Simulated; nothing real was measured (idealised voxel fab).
This is a process module. Its name is voxel released beams.
Cross-section cut spans 265 nm and uses square cells 5 nm in size.
Reading order for cross-sections: top band down to bottom band. Underlying form: a grid of square cells. Band size: one or more rows of cells.
In this notation a band is specified by the heights of its top and bottom, in that order and in nm, after which its materials appear from left to right, each paired with its width in nm. The word "edge to edge" attached to a single material means that material fills the band from edge to edge; the word "empty" stands for empty space.
It should be noted that heights are counted from 0, beneath which the wafer as supplied is of one material throughout, and that the lowest band possesses no lower boundary but continues downward, as written in "0..down".
A width such as "30->40" changes by the same amount from each row of cells to the next, from the band's top row to its bottom row.
You'll sometimes find "all unchanged" written for a step, and that's the way of saying that nowhere in the cross-section did a cell change during that step.
"Unvented voids" - sealed voids, min. 8 cells, no opening to top; format: width x height at distance (distance from left edge; nm throughout).
Anything after a step's settings on that line? It's the simulator's own note about the step.
You can add "overlay nm" to a step's line. For a step with a mask, it describes how far the mask lay to the right of its planned position, and a negative number describes a lay to the left.

plan
1,RECEIVE [material Si]
2,CONFORMAL_DEP [material Al2O3] [thk nm 10]
3,DIRECTIONAL_DEP [material SiO2] [thk nm 10]
4,MASKED_ETCH [tone open] [mask id ANCHOR] [width nm 40] [etch materials SiO2] [depth nm 10] [overlay nm 0]
5,CONFORMAL_DEP [material W] [thk nm 15]
6,MASKED_ETCH [tone cover] [mask id BEAM] [width nm 90] [etch materials W] [depth nm 15] [overlay nm 0]
7,STRIP [etch materials SiO2]

Cross-section of the wafer as it came to us, i.e., already through step 1
    0..down  Si edge to edge
    Unvented voids: none

Cross-section taken at module completion on the first of two wafers; processed per the plan
    35..25  empty 85 / W 20 / empty 10 / W 60 / empty 90
    25..20  empty 85 / W 90 / empty 90
    20..10  empty 90 / W 40 / empty 135
    10..0  Al2O3 edge to edge
    0..down  Si edge to edge
    Unvented voids: none

second wafer at the end: like start, like plan, one mistake
    50..35  empty 85 / W 90 / empty 90
    35..20  W edge to edge
    20..10  SiO2 90 / W 40 / SiO2 135
    10..0  Al2O3 edge to edge
    0..down  Si edge to edge
    Unvented voids: none
Short version of what went wrong: twice, step 5 of the plan was run
Materials where the second wafer ends with more or fewer cells than the first: SiO2: 90 more, W: 163 more
